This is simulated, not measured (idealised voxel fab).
The following is a process module called voxel released beams.
Cross-section cut spans 175 nm and uses square cells 5 nm in size.
For the purposes of this document, a cross-section shall be understood as a grid of square cells, specified as bands listed in top-to-bottom order, each band consisting of one or more rows of cells. The band entry comprises the height of the band's top followed by the height of its bottom, expressed in nm, and subsequently the band's materials from left to right, each stated together with its width in nm. Where a single material is marked with the word "all across", that material fills the band from edge to edge. The word "empty" represents empty space. Height reference: 0 = level under which incoming wafer is all one material. Lowest band: no bottom, runs on downward, e.g. "from 0 down". Top row gets the first number, bottom row gets the second, and each row in between changes by the same step: that is how a band width like "30->40" works. Basically "no change occurred" means that step didn't change any cell in the cross-section. "Closed void register": empty spaces of 8 cells or more with no open way to the top, each given as width x height at distance, distance from the left edge, all in nm. That trailing text on a step's line, after the settings, is the simulator's own remark on the step. Each step line may optionally specify "overlay nm", which for a step with a mask gives the rightward distance between the mask's planned place and where it lay, a negative value indicating the leftward direction.
-- Steps in the process plan
1. RECEIVE, material Si
2. CONFORMAL_DEP, material SiN, thk nm 5
3. DIRECTIONAL_DEP, material SiO2, thk nm 15
4. PATTERN, tone open, mask id ANCHOR, material resist, width nm 25, thk nm 15, overlay nm 0
5. DIRECTIONAL_ETCH, etch materials SiO2, depth nm 15
6. STRIP, etch materials resist
7. CONFORMAL_DEP, material TiN, thk nm 10
8. DIRECTIONAL_DEP, material aC, thk nm 15
9. PATTERN, tone cover, mask id BEAM, material resist, width nm 95, thk nm 30, overlay nm 0
10. DIRECTIONAL_ETCH, etch materials aC, depth nm 15
11. STRIP, etch materials resist
12. DIRECTIONAL_ETCH, etch materials TiN, depth nm 10
13. STRIP, etch materials aC
14. STRIP, etch materials SiO2
-- Incoming wafer, cross-sectional view, post step 1
from 0 down = Si all across
Closed void register: none
-- The plan above was carried out on the starting structure above with one mistake, and this cross-section shows the wafer at the end of the module
from 35 to 25 = empty=35  TiN=95  empty=45
from 25 to 20 = TiN all across
from 20 to 5 = SiO2=40  TiN=25  SiO2=110
from 5 to 0 = SiN all across
from 0 down = Si all across
Closed void register: none
Finding, execution versus plan: step 7 off recipe, ran as CONFORMAL_DEP, material TiN, thk nm 15
